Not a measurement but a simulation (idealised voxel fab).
Process module in this document: voxel capacitor over wiring
Xsec cut, 210 nm wide, square cell size 5 nm.
A cross-section is written here as square cells arranged in a grid, and it is given in bands from the top down, each band taking up one or more rows of cells. Top, bottom (nm), then materials left to right with widths (nm); lone material tagged "full width" fills the whole band edge to edge; "empty" = empty space. Heights are measured from 0, the level below which the as-received wafer is all one material; the lowest band has no bottom and continues downward, written as in "from 0 down". Think of "30 to 40" as a width that walks from the first number to the second as you go down the band, top row to bottom row, taking equal-sized steps from row to row. Given "no modification" for a step, no cell of the cross-section differs between before and after that step. Entry "Closed void register". Content: empty spaces with no open connection to the top, size 8 cells or greater. Each: width x height at distance. Distance: from left edge. Unit: nm. Read whatever lies past the settings on a step's line as the simulator's own remark about the step. On any step carrying a mask, the "overlay nm" setting, if present on the step's line, tells how far right of its planned place the mask lay; negative values point to the left.

Process steps - plan:
step 1: RECEIVE, material Si
step 2: CONFORMAL_DEP, material SiO2, thk nm 10
step 3: CONFORMAL_DEP, material SiCN, thk nm 5
step 4: DIRECTIONAL_DEP, material SiO2, thk nm 15
step 5: PATTERN, tone open, mask id METAL_1, material resist, width nm 30, pitch nm 95, thk nm 20, overlay nm 0
step 6: DIRECTIONAL_ETCH, etch materials SiO2, depth nm 15
step 7: DIRECTIONAL_ETCH, etch materials SiCN, depth nm 5
step 8: STRIP, etch materials resist
step 9: CONFORMAL_DEP, material TiN, thk nm 5
step 10: FILL_DEP, material Cu, thk nm 5
step 11: CMP, height nm 30
step 12: CONFORMAL_DEP, material SiCN, thk nm 5
step 13: DIRECTIONAL_DEP, material lowk, thk nm 20
step 14: PATTERN, tone open, mask id PLUG_1, material resist, width nm 15, thk nm 15, overlay nm 0
step 15: DIRECTIONAL_ETCH, etch materials lowk, depth nm 20
step 16: DIRECTIONAL_ETCH, etch materials SiCN, depth nm 5
step 17: STRIP, etch materials resist
step 18: EPI, material Ru, thk nm 10
step 19: EPI, material Ru, thk nm 10
step 20: EPI, material Ru, thk nm 5
step 21: DIRECTIONAL_DEP, material TiN, thk nm 5
step 22: DIRECTIONAL_DEP, material HfO2, thk nm 5
step 23: DIRECTIONAL_DEP, material TiN, thk nm 5
step 24: MASKED_ETCH, tone cover, mask id UPPER_PLATE, width nm 70, etch materials TiN, depth nm 5, overlay nm 0
step 25: MASKED_ETCH, tone cover, mask id UPPER_PLATE, width nm 70, etch materials HfO2, depth nm 5, overlay nm 0
step 26: MASKED_ETCH, tone cover, mask id LOWER_PLATE, width nm 80, etch materials TiN, depth nm 5, overlay nm 0
step 27: FILL_DEP, material SiO2, thk nm 15
step 28: CMP, height nm 80
step 29: DIRECTIONAL_DEP, material aC, thk nm 15
step 30: PATTERN, tone open, mask id PLUG_2, material resist, width nm 15, thk nm 30, overlay nm 0
step 31: DIRECTIONAL_ETCH, etch materials aC, depth nm 15
step 32: STRIP, etch materials resist
step 33: DIRECTIONAL_ETCH, etch materials SiO2, depth nm 10
step 34: STRIP, etch materials aC
step 35: CONFORMAL_DEP, material TiN, thk nm 5
step 36: FILL_DEP, material W, thk nm 5
step 37: CMP, height nm 80
step 38: CONFORMAL_DEP, material SiN, thk nm 5

Run as planned: first of two wafers:

Incoming wafer in cross-section (state: after step 1):
from 0 down: Si full width
Closed void register: none

After step 2, in cross-section:
from 10 to 0: SiO2 full width
Below 0 it's all the same as before, nothing changed down there.

After step 3, in cross-section:
from 15 to 10: SiCN full width
Below 10 it's all the same as before, nothing changed down there.

After step 4, in cross-section:
from 30 to 15: SiO2 full width
Below 15 it's all the same as before, nothing changed down there.

After step 5, in cross-section:
from 50 to 30: 40 resist, then 30 empty, then 65 resist, then 30 empty, then 45 resist
Below 30 it's all the same as before, nothing changed down there.

After step 6, in cross-section:
from 50 to 30: 40 resist, then 30 empty, then 65 resist, then 30 empty, then 45 resist
from 30 to 15: 40 SiO2, then 30 empty, then 65 SiO2, then 30 empty, then 45 SiO2
Below 15 it's all the same as before, nothing changed down there.

After step 7, in cross-section:
from 50 to 30: 40 resist, then 30 empty, then 65 resist, then 30 empty, then 45 resist
from 30 to 15: 40 SiO2, then 30 empty, then 65 SiO2, then 30 empty, then 45 SiO2
from 15 to 10: 40 SiCN, then 30 empty, then 65 SiCN, then 30 empty, then 45 SiCN
Below 10 it's all the same as before, nothing changed down there.

After step 8, in cross-section:
from 30 to 15: 40 SiO2, then 30 empty, then 65 SiO2, then 30 empty, then 45 SiO2
Below 15 it's all the same as before, nothing changed down there.

After step 9, in cross-section:
from 35 to 30: 45 TiN, then 20 empty, then 75 TiN, then 20 empty, then 50 TiN
from 30 to 15: 40 SiO2, then 5 TiN, then 20 empty, then 5 TiN, then 65 SiO2, then 5 TiN, then 20 empty, then 5 TiN, then 45 SiO2
from 15 to 10: 40 SiCN, then 30 TiN, then 65 SiCN, then 30 TiN, then 45 SiCN
Below 10 it's all the same as before, nothing changed down there.

After step 10, in cross-section:
from 40 to 35: Cu full width
from 35 to 30: 45 TiN, then 20 Cu, then 75 TiN, then 20 Cu, then 50 TiN
from 30 to 15: 40 SiO2, then 5 TiN, then 20 Cu, then 5 TiN, then 65 SiO2, then 5 TiN, then 20 Cu, then 5 TiN, then 45 SiO2
Below 15 it's all the same as before, nothing changed down there.

After step 11, in cross-section:
from 30 to 15: 40 SiO2, then 5 TiN, then 20 Cu, then 5 TiN, then 65 SiO2, then 5 TiN, then 20 Cu, then 5 TiN, then 45 SiO2
Below 15 it's all the same as before, nothing changed down there.

After step 12, in cross-section:
from 35 to 30: SiCN full width
Below 30 it's all the same as before, nothing changed down there.

After step 13, in cross-section:
from 55 to 35: lowk full width
Below 35 it's all the same as before, nothing changed down there.

After step 14, in cross-section:
from 70 to 55: 55 resist, then 15 empty, then 140 resist
Below 55 it's all the same as before, nothing changed down there.

After step 15, in cross-section:
from 70 to 55: 55 resist, then 15 empty, then 140 resist
from 55 to 35: 55 lowk, then 15 empty, then 140 lowk
Below 35 it's all the same as before, nothing changed down there.

After step 16, in cross-section:
from 70 to 55: 55 resist, then 15 empty, then 140 resist
from 55 to 35: 55 lowk, then 15 empty, then 140 lowk
from 35 to 30: 55 SiCN, then 15 empty, then 140 SiCN
Below 30 it's all the same as before, nothing changed down there.

After step 17, in cross-section:
from 55 to 35: 55 lowk, then 15 empty, then 140 lowk
Below 35 it's all the same as before, nothing changed down there.

After step 18, in cross-section:
from 55 to 40: 55 lowk, then 15 empty, then 140 lowk
from 40 to 35: 55 lowk, then 15 Ru, then 140 lowk
from 35 to 30: 55 SiCN, then 15 Ru, then 140 SiCN
Below 30 it's all the same as before, nothing changed down there.

After step 19, in cross-section:
from 55 to 50: 55 lowk, then 15 empty, then 140 lowk
from 50 to 35: 55 lowk, then 15 Ru, then 140 lowk
Below 35 it's all the same as before, nothing changed down there.

After step 20, in cross-section:
from 55 to 35: 55 lowk, then 15 Ru, then 140 lowk
Below 35 it's all the same as before, nothing changed down there.

After step 21, in cross-section:
from 60 to 55: TiN full width
Below 55 it's all the same as before, nothing changed down there.

After step 22, in cross-section:
from 65 to 60: HfO2 full width
Below 60 it's all the same as before, nothing changed down there.

After step 23, in cross-section:
from 70 to 65: TiN full width
Below 65 it's all the same as before, nothing changed down there.

After step 24, in cross-section:
from 70 to 65: 55 empty, then 70 TiN, then 85 empty
Below 65 it's all the same as before, nothing changed down there.

After step 25, in cross-section:
from 70 to 65: 55 empty, then 70 TiN, then 85 empty
from 65 to 60: 55 empty, then 70 HfO2, then 85 empty
Below 60 it's all the same as before, nothing changed down there.

After step 26, in cross-section:
from 70 to 65: 55 empty, then 70 TiN, then 85 empty
from 65 to 60: 55 empty, then 70 HfO2, then 85 empty
from 60 to 55: 50 empty, then 80 TiN, then 80 empty
Below 55 it's all the same as before, nothing changed down there.

After step 27, in cross-section:
from 85 to 70: SiO2 full width
from 70 to 65: 55 SiO2, then 70 TiN, then 85 SiO2
from 65 to 60: 55 SiO2, then 70 HfO2, then 85 SiO2
from 60 to 55: 50 SiO2, then 80 TiN, then 80 SiO2
Below 55 it's all the same as before, nothing changed down there.

After step 28, in cross-section:
from 80 to 70: SiO2 full width
Below 70 it's all the same as before, nothing changed down there.

After step 29, in cross-section:
from 95 to 80: aC full width
Below 80 it's all the same as before, nothing changed down there.

After step 30, in cross-section:
from 125 to 95: 65 resist, then 15 empty, then 130 resist
Below 95 it's all the same as before, nothing changed down there.

After step 31, in cross-section:
from 110 to 95: 65 resist, then 15 empty, then 130 resist
from 95 to 80: 65 aC, then 15 empty, then 130 aC
Below 80 it's all the same as before, nothing changed down there.

After step 32, in cross-section:
from 95 to 80: 65 aC, then 15 empty, then 130 aC
Below 80 it's all the same as before, nothing changed down there.

After step 33, in cross-section:
from 95 to 80: 65 aC, then 15 empty, then 130 aC
from 80 to 70: 65 SiO2, then 15 empty, then 130 SiO2
Below 70 it's all the same as before, nothing changed down there.

After step 34, in cross-section:
from 80 to 70: 65 SiO2, then 15 empty, then 130 SiO2
Below 70 it's all the same as before, nothing changed down there.

After step 35, in cross-section:
from 85 to 80: 70 TiN, then 5 empty, then 135 TiN
from 80 to 75: 65 SiO2, then 5 TiN, then 5 empty, then 5 TiN, then 130 SiO2
from 75 to 65: 65 to 55 SiO2, then 15 to 70 TiN, then 130 to 85 SiO2
Below 65 it's all the same as before, nothing changed down there.

After step 36, in cross-section:
from 90 to 85: W full width
from 85 to 80: 70 TiN, then 5 W, then 135 TiN
from 80 to 75: 65 SiO2, then 5 TiN, then 5 W, then 5 TiN, then 130 SiO2
Below 75 it's all the same as before, nothing changed down there.

After step 37, in cross-section:
from 80 to 75: 65 SiO2, then 5 TiN, then 5 W, then 5 TiN, then 130 SiO2
Below 75 it's all the same as before, nothing changed down there.

After step 38, in cross-section:
from 85 to 80: SiN full width
Below 80 it's all the same as before, nothing changed down there.

Wafer two of the pair: same origin, same plan, one error during the run; identical to wafer one up to and including step 27:

Cross-sectional view of the second wafer at the intended end time of process step 28:
from 75 to 70: SiO2 full width
Below 70 it's all the same as before, nothing changed down there.

Cross-sectional view of the second wafer at the intended end time of process step 29:
from 90 to 75: aC full width
Below 75 it's all the same as before, nothing changed down there.

Cross-sectional view of the second wafer at the intended end time of process step 30:
from 120 to 90: 65 resist, then 15 empty, then 130 resist
Below 90 it's all the same as before, nothing changed down there.

Cross-sectional view of the second wafer at the intended end time of process step 31:
from 105 to 90: 65 resist, then 15 empty, then 130 resist
from 90 to 75: 65 aC, then 15 empty, then 130 aC
Below 75 it's all the same as before, nothing changed down there.

Cross-sectional view of the second wafer at the intended end time of process step 32:
from 90 to 75: 65 aC, then 15 empty, then 130 aC
Below 75 it's all the same as before, nothing changed down there.

Cross-sectional view of the second wafer at the intended end time of process step 33:
from 90 to 75: 65 aC, then 15 empty, then 130 aC
from 75 to 70: 65 SiO2, then 15 empty, then 130 SiO2
Below 70 it's all the same as before, nothing changed down there.

Cross-sectional view of the second wafer at the intended end time of process step 34:
from 75 to 70: 65 SiO2, then 15 empty, then 130 SiO2
Below 70 it's all the same as before, nothing changed down there.

Cross-sectional view of the second wafer at the intended end time of process step 35:
from 80 to 75: 70 TiN, then 5 empty, then 135 TiN
from 75 to 65: 65 to 55 SiO2, then 15 to 70 TiN, then 130 to 85 SiO2
Below 65 it's all the same as before, nothing changed down there.

Cross-sectional view of the second wafer at the intended end time of process step 36:
from 85 to 80: W full width
from 80 to 75: 70 TiN, then 5 W, then 135 TiN
Below 75 it's all the same as before, nothing changed down there.

Cross-sectional view of the second wafer at the intended end time of process step 37:
from 80 to 75: 70 TiN, then 5 W, then 135 TiN
Below 75 it's all the same as before, nothing changed down there.

Cross-sectional view of the second wafer at the intended end time of process step 38:
from 85 to 80: SiN full width
Below 80 it's all the same as before, nothing changed down there.
Processing error: step 28 ran with different settings than intended, the actual operation and settings being CMP, height nm 75
Final cells, second wafer relative to first, materials higher or lower: -39 SiO2; +39 TiN
